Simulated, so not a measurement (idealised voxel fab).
Proc. module: voxel transistor to metal
Displayed cross-section: cut, width of 295 nm, square cells sized 5 nm.
This document writes a cross-section as a grid whose cells are square, and gives it as bands, listed from the top down; one or more rows of cells form a band.
This entry defines a band. It first specifies the height of the band's top and the height of its bottom in nm, and then specifies the band's materials from left to right, stating each material with its width in nm. The word "throughout" identifies a single material that fills the band from edge to edge, while the word "empty" identifies empty space.
Heights are reckoned from 0. Under this level, the received wafer is all of one material. The bottommost band is open-ended downward, for example "0 -> down".
Think of "30..40" as a width that walks from the first number to the second as you go down the band, top row to bottom row, taking equal-sized steps from row to row.
Take "no alterations made" at face value: in the step it is given for, the cross-section changed in none of its cells.
"Enclosed void listing": sealed empty spaces, 8 cells or more, no open way to top, listed width x height at distance, with distance from the left edge and width, height and distance in nm.
What comes after the settings on a step's line is commentary from the simulator itself on that step.
overlay nm: mask right of planned place by this much (step with mask). Neg. = left.

Below is the list of planned process steps:
1 RECEIVE [material Si]
2 CONFORMAL_DEP [material SiO2] [thk nm 5]
3 CONFORMAL_DEP [material SiN] [thk nm 15]
4 PATTERN [tone cover] [mask id ACTIVE] [material resist] [width nm 105] [pitch nm 130] [thk nm 20] [overlay nm 0]
5 DIRECTIONAL_ETCH [etch materials SiN] [depth nm 15]
6 DIRECTIONAL_ETCH [etch materials SiO2] [depth nm 5]
7 DIRECTIONAL_ETCH [etch materials Si] [depth nm 30]
8 STRIP [etch materials resist]
9 OXIDIZE [depth nm 5]
10 FILL_DEP [material SiO2] [thk nm 15]
11 CMP [height nm 20]
12 SELECTIVE_ETCH [etch materials SiO2] [depth nm 15]
13 STRIP [etch materials SiN]
14 SELECTIVE_ETCH [etch materials SiO2] [depth nm 5]
15 OXIDIZE [depth nm 5]
16 DIRECTIONAL_DEP [material polySi] [thk nm 25]
17 DIRECTIONAL_DEP [material SiCN] [thk nm 15]
18 DIRECTIONAL_DEP [material aC] [thk nm 10]
19 PATTERN [tone cover] [mask id GATE] [material resist] [width nm 25] [pitch nm 130] [thk nm 25] [overlay nm 0]
20 DIRECTIONAL_ETCH [etch materials aC] [depth nm 10]
21 STRIP [etch materials resist]
22 DIRECTIONAL_ETCH [etch materials SiCN] [depth nm 25]
23 DIRECTIONAL_ETCH [etch materials polySi] [depth nm 35]
24 STRIP [etch materials aC]
25 CONFORMAL_DEP [material SiN] [thk nm 5]
26 DIRECTIONAL_ETCH [etch materials SiN] [depth nm 5]
27 DIRECTIONAL_ETCH [etch materials SiO2] [depth nm 5]
28 DIRECTIONAL_ETCH [etch materials Si] [depth nm 10]
29 EPI [material nSi] [thk nm 15]
30 FILL_DEP [material SiO2] [thk nm 5]
31 CMP [height nm 40]
32 DIRECTIONAL_DEP [material SiO2] [thk nm 10]
33 PATTERN [tone open] [mask id CONTACT] [material resist] [width nm 30] [pitch nm 65] [thk nm 15] [overlay nm 0]
34 DIRECTIONAL_ETCH [etch materials SiO2] [depth nm 50]
35 STRIP [etch materials resist]
36 CONFORMAL_DEP [material TiN] [thk nm 5]
37 FILL_DEP [material W] [thk nm 5]
38 CMP [height nm 50]
39 DIRECTIONAL_DEP [material TiN] [thk nm 5]
40 DIRECTIONAL_DEP [material Ru] [thk nm 15]
41 MASKED_ETCH [tone cover] [mask id METAL_1] [width nm 15] [etch materials Ru] [depth nm 15] [overlay nm 0]
42 MASKED_ETCH [tone cover] [mask id METAL_1] [width nm 15] [etch materials TiN] [depth nm 5] [overlay nm 0]
43 CONFORMAL_DEP [material SiN] [thk nm 5]
44 FILL_DEP [material SiO2] [thk nm 5]
45 CMP [height nm 70]
46 CONFORMAL_DEP [material SiCN] [thk nm 5]
47 DIRECTIONAL_DEP [material SiO2] [thk nm 25]
48 DIRECTIONAL_DEP [material aC] [thk nm 10]
49 PATTERN [tone open] [mask id METAL_2] [material resist] [width nm 15] [pitch nm 130] [thk nm 30] [overlay nm 0]
50 DIRECTIONAL_ETCH [etch materials aC] [depth nm 10]
51 STRIP [etch materials resist]
52 DIRECTIONAL_ETCH [etch materials SiO2] [depth nm 15]
53 STRIP [etch materials aC]
54 MASKED_ETCH [tone open] [mask id METAL_2_HOLES] [width nm 15] [pitch nm 130] [etch materials SiO2] [depth nm 10] [overlay nm 0]
55 MASKED_ETCH [tone open] [mask id METAL_2_HOLES] [width nm 15] [pitch nm 130] [etch materials SiCN] [depth nm 5] [overlay nm 0]
56 CONFORMAL_DEP [material TiN] [thk nm 5]
57 FILL_DEP [material Ru] [thk nm 10]
58 CMP [height nm 100]
59 CONFORMAL_DEP [material SiN] [thk nm 5]

Cross-sectional view of the wafer in its as-received condition, corresponding to the state after step 1:
  0 -> down | Si throughout
  Enclosed void listing: none

The following cross-section depicts the wafer upon conclusion of the module. Processing commenced from the starting condition illustrated above and adhered to the plan illustrated above, save for one mistake in execution:
  105 -> 100 | SiN throughout
  100 -> 90 | SiO2 30 nm / TiN 5..10 nm / Ru 10..5 nm / TiN 5 nm / SiO2 110 nm / TiN 5..10 nm / Ru 10..5 nm / TiN 5 nm / SiO2 115 nm
  90 -> 85 | SiO2 35 nm / TiN 15 nm / SiO2 115 nm / TiN 15 nm / SiO2 115 nm
  85 -> 75 | SiO2 35 nm / TiN 10 nm / SiO2 120 nm / TiN 10 nm / SiO2 120 nm
  75 -> 70 | SiCN 35 nm / TiN 10 nm / SiCN 120 nm / TiN 10 nm / SiCN 120 nm
  70 -> 55 | SiO2 30 nm / SiN 5 nm / Ru 15 nm / SiN 5 nm / SiO2 55 nm / SiN 5 nm / Ru 15 nm / SiN 5 nm / SiO2 25 nm / SiN 5 nm / Ru 15 nm / SiN 5 nm / SiO2 55 nm / SiN 5 nm / Ru 15 nm / SiN 5 nm / SiO2 30 nm
  55 -> 50 | SiN 35 nm / TiN 15 nm / SiN 65 nm / TiN 15 nm / SiN 35 nm / TiN 15 nm / SiN 65 nm / TiN 15 nm / SiN 35 nm
  50 -> 40 | SiO2 35 nm / TiN 5 nm / W 20 nm / TiN 5 nm / SiO2 35 nm / TiN 5 nm / W 20 nm / TiN 5 nm / SiO2 35 nm / TiN 5 nm / W 20 nm / TiN 5 nm / SiO2 35 nm / TiN 5 nm / W 20 nm / TiN 5 nm / SiO2 35 nm
  40 -> 25 | SiO2 35 nm / TiN 5 nm / W 20 nm / TiN 5 nm / SiN 5 nm / SiCN 25 nm / SiN 5 nm / TiN 5 nm / W 20 nm / TiN 5 nm / SiO2 35 nm / TiN 5 nm / W 20 nm / TiN 5 nm / SiN 5 nm / SiCN 25 nm / SiN 5 nm / TiN 5 nm / W 20 nm / TiN 5 nm / SiO2 35 nm
  25 -> 15 | SiO2 35 nm / TiN 5 nm / W 20 nm / TiN 5 nm / SiN 5 nm / polySi 25 nm / SiN 5 nm / TiN 5 nm / W 20 nm / TiN 5 nm / SiO2 35 nm / TiN 5 nm / W 20 nm / TiN 5 nm / SiN 5 nm / polySi 25 nm / SiN 5 nm / TiN 5 nm / W 20 nm / TiN 5 nm / SiO2 35 nm
  15 -> 10 | SiO2 35 nm / TiN 5 nm / W 5 nm / TiN 20 nm / SiN 5 nm / polySi 25 nm / SiN 5 nm / TiN 20 nm / W 5 nm / TiN 5 nm / SiO2 35 nm / TiN 5 nm / W 5 nm / TiN 20 nm / SiN 5 nm / polySi 25 nm / SiN 5 nm / TiN 20 nm / W 5 nm / TiN 5 nm / SiO2 35 nm
  10 -> 5 | SiO2 35 nm / TiN 5 nm / W 5 nm / TiN 5 nm / nSi 15 nm / SiN 5 nm / polySi 25 nm / SiN 5 nm / nSi 15 nm / TiN 5 nm / W 5 nm / TiN 5 nm / SiO2 35 nm / TiN 5 nm / W 5 nm / TiN 5 nm / nSi 15 nm / SiN 5 nm / polySi 25 nm / SiN 5 nm / nSi 15 nm / TiN 5 nm / W 5 nm / TiN 5 nm / SiO2 35 nm
  5 -> 0 | SiO2 35 nm / TiN 15 nm / nSi 15 nm / SiN 5 nm / polySi 25 nm / SiN 5 nm / nSi 15 nm / TiN 15 nm / SiO2 35 nm / TiN 15 nm / nSi 15 nm / SiN 5 nm / polySi 25 nm / SiN 5 nm / nSi 15 nm / TiN 15 nm / SiO2 35 nm
  0 -> -5 | SiO2 30 nm / nSi 35 nm / SiO2 35 nm / nSi 35 nm / SiO2 25 nm / nSi 35 nm / SiO2 35 nm / nSi 35 nm / SiO2 30 nm
  -5 -> -15 | SiO2 35 nm / nSi 30 nm / Si 35 nm / nSi 30 nm / SiO2 35 nm / nSi 30 nm / Si 35 nm / nSi 30 nm / SiO2 35 nm
  -15 -> -35 | SiO2 35 nm / Si 95 nm / SiO2 35 nm / Si 95 nm / SiO2 35 nm
  -35 -> down | Si throughout
  Enclosed void listing: none
The mistake made against the process plan was this: not per plan at step 54, really ran MASKED_ETCH [tone open] [mask id METAL_2_HOLES] [width nm 15] [pitch nm 130] [etch materials SiO2] [depth nm 10] [overlay nm -5]
